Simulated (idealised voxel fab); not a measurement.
process module | voxel ribs on slabs
cross-section cut | 195 nm wide | cells 5 nm
A cross-section is a grid of square cells, given in bands from the top down. A band is one or more rows of cells.
Each band's line starts with the height of the band's top and of its bottom, in nm. Then come its materials from left to right, each with its width in nm. One material with "throughout" fills the band from edge to edge. "air" is empty space.
Height 0 is the level under which the wafer as received is all one material. The lowest band goes on downwards, as in "0 down".
A width such as "30 to 40" changes by the same amount from each row of cells to the next, from the band's top row to its bottom row.
"no change" after a step means that no cell of the cross-section changed.
closed voids: empty space of 8 cells or more with no open way to the top, each as width x height at its distance from the left edge, in nm
after a step's settings: what the simulator itself notes on the step
overlay nm, on a step with a mask: how far to the right of its planned place the mask lay; to the left if negative
Each pair below shows a cross-section before one step and the cross-section after it, down to the lowest band that changed. The line under each pair gives the step between them, with its settings. The pairs can come from different runs of this module on the same starting wafer, so a pair continues from the pair above only where its "before" says so.
before
  0 down: Si throughout
  closed voids: none
after
  25 to 0: SiO2 throughout
  below 0: unchanged
  closed voids: none
the step between: op DIRECTIONAL_DEP | material SiO2 | thk nm 25
before: the cross-section after the pair above
after
  40 to 25: polySi throughout
  below 25: unchanged
  closed voids: none
the step between: op DIRECTIONAL_DEP | material polySi | thk nm 15
before: the cross-section after the pair above
after
  55 to 40: aC throughout
  below 40: unchanged
  closed voids: none
the step between: op DIRECTIONAL_DEP | material aC | thk nm 15
before: the cross-section after the pair above
after
  90 to 55: air 90 | resist 15 | air 90
  below 55: unchanged
  closed voids: none
the step between: op PATTERN | tone cover | mask id RIB | material resist | width nm 15 | thk nm 35 | overlay nm 0
before: the cross-section after the pair above
after
  75 to 55: air 90 | resist 15 | air 90
  55 to 40: air 90 | aC 15 | air 90
  below 40: unchanged
  closed voids: none
the step between: op DIRECTIONAL_ETCH | etch materials aC | depth nm 15
before: the cross-section after the pair above
after
  55 to 40: air 90 | aC 15 | air 90
  below 40: unchanged
  closed voids: none
the step between: op STRIP | etch materials resist
before: the cross-section after the pair above
after
  55 to 40: air 90 | aC 15 | air 90
  40 to 30: air 90 | polySi 15 | air 90
  below 30: unchanged
  closed voids: none
the step between: op DIRECTIONAL_ETCH | etch materials polySi | depth nm 10
before: the cross-section after the pair above
after
  40 to 30: air 90 | polySi 15 | air 90
  below 30: unchanged
  closed voids: none
the step between: op STRIP | etch materials aC
before: the cross-section after the pair above
after
  40 to 30: air 90 | polySi 15 | air 90
  30 to 25: air 75 | polySi 45 | air 75
  below 25: unchanged
  closed voids: none
the step between: op MASKED_ETCH | tone cover | mask id SLAB | width nm 45 | etch materials polySi | depth nm 5 | overlay nm 0
before: the cross-section after the pair above
after
  60 to 40: SiO2 throughout
  40 to 30: SiO2 90 | polySi 15 | SiO2 90
  30 to 25: SiO2 75 | polySi 45 | SiO2 75
  below 25: unchanged
  closed voids: none
the step between: op FILL_DEP | material SiO2 | thk nm 20
before: the cross-section after the pair above
after
  50 to 40: SiO2 throughout
  below 40: unchanged
  closed voids: none
the step between: op CMP | height nm 50
before: the cross-section after the pair above
after
  55 to 50: W throughout
  below 50: unchanged
  closed voids: none
the step between: op DIRECTIONAL_DEP | material W | thk nm 5
before: the cross-section after the pair above
after
  70 to 55: air 85 | resist 25 | air 85
  below 55: unchanged
  closed voids: none
the step between: op PATTERN | tone cover | mask id HEATER | material resist | width nm 25 | thk nm 15 | overlay nm 0
before: the cross-section after the pair above
after
  70 to 55: air 85 | resist 25 | air 85
  55 to 50: air 85 | W 25 | air 85
  below 50: unchanged
  closed voids: none
the step between: op DIRECTIONAL_ETCH | etch materials W | depth nm 5
before: the cross-section after the pair above
after
  55 to 50: air 85 | W 25 | air 85
  below 50: unchanged
  closed voids: none
the step between: op STRIP | etch materials resist
before: the cross-section after the pair above
after
  60 to 55: air 80 | SiN 35 | air 80
  55 to 50: SiN 85 | W 25 | SiN 85
  below 50: unchanged
  closed voids: none
the step between: op CONFORMAL_DEP | material SiN | thk nm 5
before
  40 to 25: polySi throughout
  25 to 0: SiO2 throughout
  0 down: Si throughout
  closed voids: none
after
  55 to 25: polySi throughout
  below 25: unchanged
  closed voids: none
the step between: op DIRECTIONAL_DEP | material polySi | thk nm 15
before: the cross-section after the pair above
after
  70 to 55: aC throughout
  below 55: unchanged
  closed voids: none
the step between: op DIRECTIONAL_DEP | material aC | thk nm 15
before: the cross-section after the pair above
after
  105 to 70: air 90 | resist 15 | air 90
  below 70: unchanged
  closed voids: none
the step between: op PATTERN | tone cover | mask id RIB | material resist | width nm 15 | thk nm 35 | overlay nm 0
before: the cross-section after the pair above
after
  90 to 70: air 90 | resist 15 | air 90
  70 to 55: air 90 | aC 15 | air 90
  below 55: unchanged
  closed voids: none
the step between: op DIRECTIONAL_ETCH | etch materials aC | depth nm 15
before: the cross-section after the pair above
after
  70 to 55: air 90 | aC 15 | air 90
  below 55: unchanged
  closed voids: none
the step between: op STRIP | etch materials resist
before: the cross-section after the pair above
after
  70 to 55: air 90 | aC 15 | air 90
  55 to 45: air 90 | polySi 15 | air 90
  below 45: unchanged
  closed voids: none
the step between: op DIRECTIONAL_ETCH | etch materials polySi | depth nm 10
before: the cross-section after the pair above
after
  55 to 45: air 90 | polySi 15 | air 90
  below 45: unchanged
  closed voids: none
the step between: op STRIP | etch materials aC
before: the cross-section after the pair above
after
  55 to 45: air 90 | polySi 15 | air 90
  45 to 40: air 75 | polySi 45 | air 75
  below 40: unchanged
  closed voids: none
the step between: op MASKED_ETCH | tone cover | mask id SLAB | width nm 45 | etch materials polySi | depth nm 5 | overlay nm 0
before: the cross-section after the pair above
after
  75 to 55: SiO2 throughout
  55 to 45: SiO2 90 | polySi 15 | SiO2 90
  45 to 40: SiO2 75 | polySi 45 | SiO2 75
  below 40: unchanged
  closed voids: none
the step between: op FILL_DEP | material SiO2 | thk nm 20
before: the cross-section after the pair above
after
  50 to 40: SiO2 90 to 75 | polySi 15 to 45 | SiO2 90 to 75
  below 40: unchanged
  closed voids: none
the step between: op CMP | height nm 50
before: the cross-section after the pair above
after
  55 to 50: W throughout
  below 50: unchanged
  closed voids: none
the step between: op DIRECTIONAL_DEP | material W | thk nm 5
before: the cross-section after the pair above
after
  70 to 55: air 85 | resist 25 | air 85
  below 55: unchanged
  closed voids: none
the step between: op PATTERN | tone cover | mask id HEATER | material resist | width nm 25 | thk nm 15 | overlay nm 0
before: the cross-section after the pair above
after
  70 to 55: air 85 | resist 25 | air 85
  55 to 50: air 85 | W 25 | air 85
  below 50: unchanged
  closed voids: none
the step between: op DIRECTIONAL_ETCH | etch materials W | depth nm 5
before: the cross-section after the pair above
after
  55 to 50: air 85 | W 25 | air 85
  below 50: unchanged
  closed voids: none
the step between: op STRIP | etch materials resist
before: the cross-section after the pair above
after
  60 to 55: air 80 | SiN 35 | air 80
  55 to 50: SiN 85 | W 25 | SiN 85
  below 50: unchanged
  closed voids: none
the step between: op CONFORMAL_DEP | material SiN | thk nm 5
before
  0 down: Si throughout
  closed voids: none
after
  15 to 0: polySi throughout
  below 0: unchanged
  closed voids: none
the step between: op DIRECTIONAL_DEP | material polySi | thk nm 15
before: the cross-section after the pair above
after
  40 to 15: SiO2 throughout
  below 15: unchanged
  closed voids: none
the step between: op DIRECTIONAL_DEP | material SiO2 | thk nm 25
before: the cross-section after the pair above
after
  55 to 40: aC throughout
  below 40: unchanged
  closed voids: none
the step between: op DIRECTIONAL_DEP | material aC | thk nm 15
before: the cross-section after the pair above
after
  90 to 55: air 90 | resist 15 | air 90
  below 55: unchanged
  closed voids: none
the step between: op PATTERN | tone cover | mask id RIB | material resist | width nm 15 | thk nm 35 | overlay nm 0
before: the cross-section after the pair above
after
  75 to 55: air 90 | resist 15 | air 90
  55 to 40: air 90 | aC 15 | air 90
  below 40: unchanged
  closed voids: none
the step between: op DIRECTIONAL_ETCH | etch materials aC | depth nm 15
before: the cross-section after the pair above
after
  55 to 40: air 90 | aC 15 | air 90
  below 40: unchanged
  closed voids: none
the step between: op STRIP | etch materials resist
before: the cross-section after the pair above
after
  40 to 15: SiO2 throughout
  below 15: unchanged
  closed voids: none
the step between: op STRIP | etch materials aC
before: the cross-section after the pair above
after
  60 to 15: SiO2 throughout
  below 15: unchanged
  closed voids: none
the step between: op FILL_DEP | material SiO2 | thk nm 20
before: the cross-section after the pair above
after
  50 to 15: SiO2 throughout
  below 15: unchanged
  closed voids: none
the step between: op CMP | height nm 50
before: the cross-section after the pair above
after
  55 to 50: W throughout
  below 50: unchanged
  closed voids: none
the step between: op DIRECTIONAL_DEP | material W | thk nm 5
before: the cross-section after the pair above
after
  70 to 55: air 85 | resist 25 | air 85
  below 55: unchanged
  closed voids: none
the step between: op PATTERN | tone cover | mask id HEATER | material resist | width nm 25 | thk nm 15 | overlay nm 0
before: the cross-section after the pair above
after
  70 to 55: air 85 | resist 25 | air 85
  55 to 50: air 85 | W 25 | air 85
  below 50: unchanged
  closed voids: none
the step between: op DIRECTIONAL_ETCH | etch materials W | depth nm 5
before: the cross-section after the pair above
after
  55 to 50: air 85 | W 25 | air 85
  below 50: unchanged
  closed voids: none
the step between: op STRIP | etch materials resist
before: the cross-section after the pair above
after
  60 to 55: air 80 | SiN 35 | air 80
  55 to 50: SiN 85 | W 25 | SiN 85
  below 50: unchanged
  closed voids: none
the step between: op CONFORMAL_DEP | material SiN | thk nm 5
before
  25 to 0: SiO2 throughout
  0 down: Si throughout
  closed voids: none
after
  45 to 25: polySi throughout
  below 25: unchanged
  closed voids: none
the step between: op DIRECTIONAL_DEP | material polySi | thk nm 20
before: the cross-section after the pair above
after
  60 to 45: aC throughout
  below 45: unchanged
  closed voids: none
the step between: op DIRECTIONAL_DEP | material aC | thk nm 15
before: the cross-section after the pair above
after
  95 to 60: air 90 | resist 15 | air 90
  below 60: unchanged
  closed voids: none
the step between: op PATTERN | tone cover | mask id RIB | material resist | width nm 15 | thk nm 35 | overlay nm 0
before: the cross-section after the pair above
after
  80 to 60: air 90 | resist 15 | air 90
  60 to 45: air 90 | aC 15 | air 90
  below 45: unchanged
  closed voids: none
the step between: op DIRECTIONAL_ETCH | etch materials aC | depth nm 15
before: the cross-section after the pair above
after
  60 to 45: air 90 | aC 15 | air 90
  below 45: unchanged
  closed voids: none
the step between: op STRIP | etch materials resist
before: the cross-section after the pair above
after
  60 to 45: air 90 | aC 15 | air 90
  45 to 35: air 90 | polySi 15 | air 90
  below 35: unchanged
  closed voids: none
the step between: op DIRECTIONAL_ETCH | etch materials polySi | depth nm 10
before: the cross-section after the pair above
after
  45 to 35: air 90 | polySi 15 | air 90
  below 35: unchanged
  closed voids: none
the step between: op STRIP | etch materials aC
before: the cross-section after the pair above
after
  45 to 35: air 90 | polySi 15 | air 90
  35 to 30: air 75 | polySi 45 | air 75
  below 30: unchanged
  closed voids: none
the step between: op MASKED_ETCH | tone cover | mask id SLAB | width nm 45 | etch materials polySi | depth nm 5 | overlay nm 0
before: the cross-section after the pair above
after
  65 to 45: SiO2 throughout
  45 to 35: SiO2 90 | polySi 15 | SiO2 90
  35 to 30: SiO2 75 | polySi 45 | SiO2 75
  below 30: unchanged
  closed voids: none
the step between: op FILL_DEP | material SiO2 | thk nm 20
before: the cross-section after the pair above
after
  50 to 45: SiO2 throughout
  below 45: unchanged
  closed voids: none
the step between: op CMP | height nm 50
before: the cross-section after the pair above
after
  55 to 50: W throughout
  below 50: unchanged
  closed voids: none
the step between: op DIRECTIONAL_DEP | material W | thk nm 5
before: the cross-section after the pair above
after
  70 to 55: air 85 | resist 25 | air 85
  below 55: unchanged
  closed voids: none
the step between: op PATTERN | tone cover | mask id HEATER | material resist | width nm 25 | thk nm 15 | overlay nm 0
before: the cross-section after the pair above
after
  70 to 55: air 85 | resist 25 | air 85
  55 to 50: air 85 | W 25 | air 85
  below 50: unchanged
  closed voids: none
the step between: op DIRECTIONAL_ETCH | etch materials W | depth nm 5
before: the cross-section after the pair above
after
  55 to 50: air 85 | W 25 | air 85
  below 50: unchanged
  closed voids: none
the step between: op STRIP | etch materials resist
before: the cross-section after the pair above
after
  60 to 55: air 80 | SiN 35 | air 80
  55 to 50: SiN 85 | W 25 | SiN 85
  below 50: unchanged
  closed voids: none
the step between: op CONFORMAL_DEP | material SiN | thk nm 5
before
  55 to 40: aC throughout
  40 to 25: polySi throughout
  25 to 0: SiO2 throughout
  0 down: Si throughout
  closed voids: none
after
  90 to 55: air 85 | resist 25 | air 85
  below 55: unchanged
  closed voids: none
the step between: op PATTERN | tone cover | mask id RIB | material resist | width nm 25 | thk nm 35 | overlay nm 0
before: the cross-section after the pair above
after
  75 to 55: air 85 | resist 25 | air 85
  55 to 40: air 85 | aC 25 | air 85
  below 40: unchanged
  closed voids: none
the step between: op DIRECTIONAL_ETCH | etch materials aC | depth nm 15
before: the cross-section after the pair above
after
  55 to 40: air 85 | aC 25 | air 85
  below 40: unchanged
  closed voids: none
the step between: op STRIP | etch materials resist
before: the cross-section after the pair above
after
  55 to 40: air 85 | aC 25 | air 85
  40 to 30: air 85 | polySi 25 | air 85
  below 30: unchanged
  closed voids: none
the step between: op DIRECTIONAL_ETCH | etch materials polySi | depth nm 10
before: the cross-section after the pair above
after
  40 to 30: air 85 | polySi 25 | air 85
  below 30: unchanged
  closed voids: none
the step between: op STRIP | etch materials aC
before: the cross-section after the pair above
after
  40 to 30: air 85 | polySi 25 | air 85
  30 to 25: air 75 | polySi 45 | air 75
  below 25: unchanged
  closed voids: none
the step between: op MASKED_ETCH | tone cover | mask id SLAB | width nm 45 | etch materials polySi | depth nm 5 | overlay nm 0
before: the cross-section after the pair above
after
  60 to 40: SiO2 throughout
  40 to 30: SiO2 85 | polySi 25 | SiO2 85
  30 to 25: SiO2 75 | polySi 45 | SiO2 75
  below 25: unchanged
  closed voids: none
the step between: op FILL_DEP | material SiO2 | thk nm 20
before: the cross-section after the pair above
after
  50 to 40: SiO2 throughout
  below 40: unchanged
  closed voids: none
the step between: op CMP | height nm 50
before: the cross-section after the pair above
after
  55 to 50: W throughout
  below 50: unchanged
  closed voids: none
the step between: op DIRECTIONAL_DEP | material W | thk nm 5
before: the cross-section after the pair above
after
  70 to 55: air 85 | resist 25 | air 85
  below 55: unchanged
  closed voids: none
the step between: op PATTERN | tone cover | mask id HEATER | material resist | width nm 25 | thk nm 15 | overlay nm 0
before: the cross-section after the pair above
after
  70 to 55: air 85 | resist 25 | air 85
  55 to 50: air 85 | W 25 | air 85
  below 50: unchanged
  closed voids: none
the step between: op DIRECTIONAL_ETCH | etch materials W | depth nm 5
before: the cross-section after the pair above
after
  55 to 50: air 85 | W 25 | air 85
  below 50: unchanged
  closed voids: none
the step between: op STRIP | etch materials resist
before: the cross-section after the pair above
after
  60 to 55: air 80 | SiN 35 | air 80
  55 to 50: SiN 85 | W 25 | SiN 85
  below 50: unchanged
  closed voids: none
the step between: op CONFORMAL_DEP | material SiN | thk nm 5
before
  55 to 40: aC throughout
  40 to 25: polySi throughout
  25 to 0: SiO2 throughout
  0 down: Si throughout
  closed voids: none
after
  90 to 55: air 80 | resist 15 | air 100
  below 55: unchanged
  closed voids: none
the step between: op PATTERN | tone cover | mask id RIB | material resist | width nm 15 | thk nm 35 | overlay nm -10
before: the cross-section after the pair above
after
  75 to 55: air 80 | resist 15 | air 100
  55 to 40: air 80 | aC 15 | air 100
  below 40: unchanged
  closed voids: none
the step between: op DIRECTIONAL_ETCH | etch materials aC | depth nm 15
before: the cross-section after the pair above
after
  55 to 40: air 80 | aC 15 | air 100
  below 40: unchanged
  closed voids: none
the step between: op STRIP | etch materials resist
before: the cross-section after the pair above
after
  55 to 40: air 80 | aC 15 | air 100
  40 to 30: air 80 | polySi 15 | air 100
  below 30: unchanged
  closed voids: none
the step between: op DIRECTIONAL_ETCH | etch materials polySi | depth nm 10
before: the cross-section after the pair above
after
  40 to 30: air 80 | polySi 15 | air 100
  below 30: unchanged
  closed voids: none
the step between: op STRIP | etch materials aC
before: the cross-section after the pair above
after
  40 to 30: air 80 | polySi 15 | air 100
  30 to 25: air 75 | polySi 45 | air 75
  below 25: unchanged
  closed voids: none
the step between: op MASKED_ETCH | tone cover | mask id SLAB | width nm 45 | etch materials polySi | depth nm 5 | overlay nm 0
before: the cross-section after the pair above
after
  60 to 40: SiO2 throughout
  40 to 30: SiO2 80 | polySi 15 | SiO2 100
  30 to 25: SiO2 75 | polySi 45 | SiO2 75
  below 25: unchanged
  closed voids: none
the step between: op FILL_DEP | material SiO2 | thk nm 20
before: the cross-section after the pair above
after
  50 to 40: SiO2 throughout
  below 40: unchanged
  closed voids: none
the step between: op CMP | height nm 50
before: the cross-section after the pair above
after
  55 to 50: W throughout
  below 50: unchanged
  closed voids: none
the step between: op DIRECTIONAL_DEP | material W | thk nm 5
before: the cross-section after the pair above
after
  70 to 55: air 85 | resist 25 | air 85
  below 55: unchanged
  closed voids: none
the step between: op PATTERN | tone cover | mask id HEATER | material resist | width nm 25 | thk nm 15 | overlay nm 0
before: the cross-section after the pair above
after
  70 to 55: air 85 | resist 25 | air 85
  55 to 50: air 85 | W 25 | air 85
  below 50: unchanged
  closed voids: none
the step between: op DIRECTIONAL_ETCH | etch materials W | depth nm 5
before: the cross-section after the pair above
after
  55 to 50: air 85 | W 25 | air 85
  below 50: unchanged
  closed voids: none
the step between: op STRIP | etch materials resist
before: the cross-section after the pair above
after
  60 to 55: air 80 | SiN 35 | air 80
  55 to 50: SiN 85 | W 25 | SiN 85
  below 50: unchanged
  closed voids: none
the step between: op CONFORMAL_DEP | material SiN | thk nm 5
before
  0 down: Si throughout
  closed voids: none
after
  25 to 0: aC throughout
  below 0: unchanged
  closed voids: none
the step between: op DIRECTIONAL_DEP | material aC | thk nm 25
before: the cross-section after the pair above
after
  40 to 25: polySi throughout
  below 25: unchanged
  closed voids: none
the step between: op DIRECTIONAL_DEP | material polySi | thk nm 15
before: the cross-section after the pair above
after
  55 to 40: aC throughout
  below 40: unchanged
  closed voids: none
the step between: op DIRECTIONAL_DEP | material aC | thk nm 15
before: the cross-section after the pair above
after
  90 to 55: air 90 | resist 15 | air 90
  below 55: unchanged
  closed voids: none
the step between: op PATTERN | tone cover | mask id RIB | material resist | width nm 15 | thk nm 35 | overlay nm 0
before: the cross-section after the pair above
after
  75 to 55: air 90 | resist 15 | air 90
  55 to 40: air 90 | aC 15 | air 90
  below 40: unchanged
  closed voids: none
the step between: op DIRECTIONAL_ETCH | etch materials aC | depth nm 15
before: the cross-section after the pair above
after
  55 to 40: air 90 | aC 15 | air 90
  below 40: unchanged
  closed voids: none
the step between: op STRIP | etch materials resist
before: the cross-section after the pair above
after
  55 to 40: air 90 | aC 15 | air 90
  40 to 30: air 90 | polySi 15 | air 90
  below 30: unchanged
  closed voids: none
the step between: op DIRECTIONAL_ETCH | etch materials polySi | depth nm 10
before: the cross-section after the pair above
after
  40 to 30: air 90 | polySi 15 | air 90
  below 30: unchanged
  closed voids: none
the step between: op STRIP | etch materials aC
before: the cross-section after the pair above
after
  40 to 30: air 90 | polySi 15 | air 90
  30 to 25: air 75 | polySi 45 | air 75
  below 25: unchanged
  closed voids: none
the step between: op MASKED_ETCH | tone cover | mask id SLAB | width nm 45 | etch materials polySi | depth nm 5 | overlay nm 0
before: the cross-section after the pair above
after
  60 to 40: SiO2 throughout
  40 to 30: SiO2 90 | polySi 15 | SiO2 90
  30 to 25: SiO2 75 | polySi 45 | SiO2 75
  below 25: unchanged
  closed voids: none
the step between: op FILL_DEP | material SiO2 | thk nm 20
before: the cross-section after the pair above
after
  50 to 40: SiO2 throughout
  below 40: unchanged
  closed voids: none
the step between: op CMP | height nm 50
before: the cross-section after the pair above
after
  55 to 50: W throughout
  below 50: unchanged
  closed voids: none
the step between: op DIRECTIONAL_DEP | material W | thk nm 5
before: the cross-section after the pair above
after
  70 to 55: air 85 | resist 25 | air 85
  below 55: unchanged
  closed voids: none
the step between: op PATTERN | tone cover | mask id HEATER | material resist | width nm 25 | thk nm 15 | overlay nm 0
before: the cross-section after the pair above
after
  70 to 55: air 85 | resist 25 | air 85
  55 to 50: air 85 | W 25 | air 85
  below 50: unchanged
  closed voids: none
the step between: op DIRECTIONAL_ETCH | etch materials W | depth nm 5
before: the cross-section after the pair above
after
  55 to 50: air 85 | W 25 | air 85
  below 50: unchanged
  closed voids: none
the step between: op STRIP | etch materials resist
before: the cross-section after the pair above
after
  60 to 55: air 80 | SiN 35 | air 80
  55 to 50: SiN 85 | W 25 | SiN 85
  below 50: unchanged
  closed voids: none
the step between: op CONFORMAL_DEP | material SiN | thk nm 5
before
  55 to 40: aC throughout
  40 to 25: polySi throughout
  25 to 0: SiO2 throughout
  0 down: Si throughout
  closed voids: none
after
  90 to 55: resist 90 | air 15 | resist 90
  below 55: unchanged
  closed voids: none
the step between: op PATTERN | tone open | mask id RIB | material resist | width nm 15 | thk nm 35 | overlay nm 0
before: the cross-section after the pair above
after
  75 to 55: resist 90 | air 15 | resist 90
  55 to 40: aC 90 | air 15 | aC 90
  below 40: unchanged
  closed voids: none
the step between: op DIRECTIONAL_ETCH | etch materials aC | depth nm 15
before: the cross-section after the pair above
after
  55 to 40: aC 90 | air 15 | aC 90
  below 40: unchanged
  closed voids: none
the step between: op STRIP | etch materials resist
before: the cross-section after the pair above
after
  55 to 40: aC 90 | air 15 | aC 90
  40 to 30: polySi 90 | air 15 | polySi 90
  below 30: unchanged
  closed voids: none
the step between: op DIRECTIONAL_ETCH | etch materials polySi | depth nm 10
before: the cross-section after the pair above
after
  40 to 30: polySi 90 | air 15 | polySi 90
  below 30: unchanged
  closed voids: none
the step between: op STRIP | etch materials aC
before: the cross-section after the pair above
after
  40 to 35: air 75 | polySi 15 | air 15 | polySi 15 | air 75
  below 35: unchanged
  closed voids: none
the step between: op MASKED_ETCH | tone cover | mask id SLAB | width nm 45 | etch materials polySi | depth nm 5 | overlay nm 0
before: the cross-section after the pair above
after
  60 to 40: SiO2 throughout
  40 to 35: SiO2 75 | polySi 15 | SiO2 15 | polySi 15 | SiO2 75
  35 to 30: polySi 90 | SiO2 15 | polySi 90
  below 30: unchanged
  closed voids: none
the step between: op FILL_DEP | material SiO2 | thk nm 20
before: the cross-section after the pair above
after
  50 to 40: SiO2 throughout
  below 40: unchanged
  closed voids: none
the step between: op CMP | height nm 50
before: the cross-section after the pair above
after
  55 to 50: W throughout
  below 50: unchanged
  closed voids: none
the step between: op DIRECTIONAL_DEP | material W | thk nm 5
before: the cross-section after the pair above
after
  70 to 55: air 85 | resist 25 | air 85
  below 55: unchanged
  closed voids: none
the step between: op PATTERN | tone cover | mask id HEATER | material resist | width nm 25 | thk nm 15 | overlay nm 0
before: the cross-section after the pair above
after
  70 to 55: air 85 | resist 25 | air 85
  55 to 50: air 85 | W 25 | air 85
  below 50: unchanged
  closed voids: none
the step between: op DIRECTIONAL_ETCH | etch materials W | depth nm 5
before: the cross-section after the pair above
after
  55 to 50: air 85 | W 25 | air 85
  below 50: unchanged
  closed voids: none
the step between: op STRIP | etch materials resist
before: the cross-section after the pair above
after
  60 to 55: air 80 | SiN 35 | air 80
  55 to 50: SiN 85 | W 25 | SiN 85
  below 50: unchanged
  closed voids: none
the step between: op CONFORMAL_DEP | material SiN | thk nm 5
